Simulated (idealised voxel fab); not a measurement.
The following process module bears the name voxel tone inversion.
Section cut is 285 nm wide and gridded with 5 nm square cells.
How to read a cross-section here: the picture is a grid of square cells, written as bands going from the top down, and any band can span one or more rows of cells. Top, bottom (nm), then materials left to right with widths (nm); lone material tagged "edge to edge" fills the whole band edge to edge; "blank" = empty space. Zero point of the height axis is 0; under it, received wafer = one material. Lowest band: continues down indefinitely, "top 0, no bottom". Width "30->40": first value at the band's top row of cells, second value at its bottom row, equal change from row to row. Given "nothing altered" for a step, no cell of the cross-section differs between before and after that step. Entry "Enclosed void listing" = empty spaces >= 8 cells with no open way to the top; each as width x height at distance, distance from left edge, all nm. Heads up: the bit after the settings on a step's line is the simulator's remark on that step. When a step includes a mask, the "overlay nm" setting on its line states how far to the right of its planned place that mask lay, and negative values state how far to the left.

## The process steps that were planned are listed below
1 RECEIVE | material Si
2 CONFORMAL_DEP | material SiN | thk nm 10
3 DIRECTIONAL_DEP | material aC | thk nm 15
4 PATTERN | tone cover | mask id POSTS | material resist | width nm 15 | pitch nm 45 | thk nm 20 | overlay nm 0
5 DIRECTIONAL_ETCH | etch materials aC | depth nm 15
6 STRIP | etch materials resist
7 FILL_DEP | material SiO2 | thk nm 10
8 CMP | height nm 25
9 STRIP | etch materials aC
The plan shows the width nm of step 4 as the first wafer had it; this setting differs between the wafers, which start out alike.

## Cross-section of the first of several received wafers, showing its state after step 1
* top 0, no bottom  Si edge to edge
* Enclosed void listing: none

## Wafer cross-section (first of several) - module end, post step 9 (last step)
* top 25, bottom 10  115 of SiO2 / 15 of blank / 30 of SiO2 / 15 of blank / 110 of SiO2
* top 10, bottom 0  SiN edge to edge
* top 0, no bottom  Si edge to edge
* Enclosed void listing: none

## Showing the last wafer in cross-section at the end of the module
* top 25, bottom 10  105 of SiO2 / 30 of blank / 15 of SiO2 / 30 of blank / 105 of SiO2
* top 10, bottom 0  SiN edge to edge
* top 0, no bottom  Si edge to edge
* Enclosed void listing: none

## Where each wafer stands at the end of the module, a row apiece: cells of each material gained (+) or lost (-) since it was received, then closed voids
width nm 15 | +114 SiN | +153 SiO2 | Enclosed void listing: none
width nm 20 | +114 SiN | +147 SiO2 | Enclosed void listing: none
width nm 25 | +114 SiN | +141 SiO2 | Enclosed void listing: none
width nm 30 | +114 SiN | +135 SiO2 | Enclosed void listing: none
